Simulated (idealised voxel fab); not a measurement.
Herein follows the process module entitled voxel plated lines.
Displayed cross-section: cut, width of 225 nm, square cells sized 5 nm.
Cross-section layout: square cells on a grid; listed as bands, top to bottom; a band spans one or more cell rows.
Each band's line starts with the height of the band's top and of its bottom, in nm. Then come its materials from left to right, each with its width in nm. One material with "edge to edge" fills the band from edge to edge. "blank" is empty space.
Note: height 0 marks the level under which the wafer is uniformly one material as received. Lowest band unbounded below, written "z 0 and below".
You'd read "30 to 40" like this: the band's top row of cells is as wide as the first number, its bottom row is as wide as the second, and going down, every row changes width by the same amount as the row before did.
When a step is marked "changes: none", none of the cells in the cross-section changed during that step.
The list in "Closed void entries" covers empty spaces of 8 cells or more that cannot reach the top through any open way, and it gives each as width x height at distance; the distance is from the left edge, and width, height and distance are in nm.
Note: text after step settings on the step line = simulator remark on that step.
The "overlay nm" setting may appear on a step's line; for a step that uses a mask, it gives how far to the right of its planned position the mask lay, and a negative value indicates the left.
**Steps in the process plan**
1: op RECEIVE | material Si
2: op CONFORMAL_DEP | material Al2O3 | thk nm 10
3: op DIRECTIONAL_DEP | material TiN | thk nm 5
4: op PATTERN | tone open | mask id LINES | material resist | width nm 15 | pitch nm 40 | thk nm 30 | overlay nm 0
5: op EPI | material Ru | thk nm 5
6: op EPI | material Ru | thk nm 5
7: op STRIP | etch materials resist
8: op DIRECTIONAL_ETCH | etch materials TiN | depth nm 5
9: op CONFORMAL_DEP | material SiO2 | thk nm 10
**Wafer cross-section on receipt, i.e. after step 1**
z 0 and below = Si edge to edge
Closed void entries: none
**What the wafer looks like in cross-section after this module, when it starts as shown above and follows the plan above but one mistake is made in running it**
z 35 to 25 = 70 nm blank; 35 nm SiO2; 5 nm blank; 35 nm SiO2; 80 nm blank
z 25 to 20 = 70 nm blank; 10 nm SiO2; 15 nm Ru; 10 nm SiO2; 5 nm blank; 10 nm SiO2; 15 nm Ru; 10 nm SiO2; 80 nm blank
z 20 to 15 = 80 nm SiO2; 15 nm Ru; 25 nm SiO2; 15 nm Ru; 90 nm SiO2
z 15 to 10 = 80 nm SiO2; 15 nm TiN; 25 nm SiO2; 15 nm TiN; 90 nm SiO2
z 10 to 0 = Al2O3 edge to edge
z 0 and below = Si edge to edge
Closed void entries: none
Short version of what went wrong: step 4 went in with a setting other than planned; the actual run was op PATTERN | tone open | mask id LINES | material resist | width nm 15 | pitch nm 40 | thk nm 30 | overlay nm -5
